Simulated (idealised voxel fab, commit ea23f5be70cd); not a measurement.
You're looking at the process module voxel double patterning.
Displayed cross-section: cut, width of 190 nm, square cells sized 5 nm.
Format of a cross-section: grid, square cells. Given as bands. Order: top down. Band: one or more rows of cells.
Heads up on the band format: heights come first, top then bottom, in nm. After that it's the materials left to right, each with its width in nm. A single material flagged "everywhere" fills the whole band edge to edge, and "empty" means there's empty space there.
Height datum 0, below which the as-received substrate wafer is one material. Lowest band open at the bottom, running downward: "0 -> down".
The notation "30..40" denotes a width that varies across the rows of cells in the band, beginning at the first number in the top row, finishing at the second number in the bottom row, and changing by an identical amount from each row to the next.
For the purposes of this document, the phrase "remains unaltered" attached to a step denotes that no cell within the cross-section was modified by that step.
The entry titled "Unvented cavities" provides the empty spaces that have no open way to the top, restricted to those of 8 cells or more. Each is presented as width x height at distance, the distance being measured from the left edge, with all three in nm.
Past the settings on a step's line: simulator remark, on that step.
overlay nm: where the mask lay relative to plan, measured to the right, on steps with a mask; negatives go left.

-- These are the steps we planned for the process
1. RECEIVE: material Si
2. CONFORMAL_DEP: material SiO2, thk nm 5
3. DIRECTIONAL_DEP: material TiN, thk nm 10
4. DIRECTIONAL_DEP: material SiN, thk nm 5
5. PATTERN: tone open, mask id FIRST, material resist, width nm 15, pitch nm 50, thk nm 20, overlay nm 0
6. DIRECTIONAL_ETCH: etch materials SiN, depth nm 5
7. STRIP: etch materials resist
8. DIRECTIONAL_DEP: material aC, thk nm 10
9. PATTERN: tone open, mask id SECOND, material resist, width nm 15, thk nm 25, overlay nm 0
10. DIRECTIONAL_ETCH: etch materials aC, depth nm 10
11. STRIP: etch materials resist
12. DIRECTIONAL_ETCH: etch materials SiN, depth nm 5
13. STRIP: etch materials aC
14. DIRECTIONAL_ETCH: etch materials TiN, depth nm 10
15. STRIP: etch materials SiN

-- Cross-section of the wafer at receipt, which is the condition after step 1
- 0 -> down | Si everywhere
- Unvented cavities: none

-- First wafer of two, sectioned at end of module; run went per plan
- 15 -> 5 | TiN 60 nm | empty 15 nm | TiN 10 nm | empty 15 nm | TiN 10 nm | empty 15 nm | TiN 65 nm
- 5 -> 0 | SiO2 everywhere
- 0 -> down | Si everywhere
- Unvented cavities: none

-- Wafer two (of two), end-of-module cross-section: start = wafer one, plan = wafer one, one run mistake
- 15 -> 5 | empty 85 nm | TiN 15 nm | empty 90 nm
- 5 -> 0 | SiO2 everywhere
- 0 -> down | Si everywhere
- Unvented cavities: none
Deviation from plan: off-plan run, step 9, actual operation and settings PATTERN: tone cover, mask id SECOND, material resist, width nm 15, thk nm 25, overlay nm 0
Count the cells at the end and the second wafer has more or fewer of some materials than the first: 52 fewer of TiN
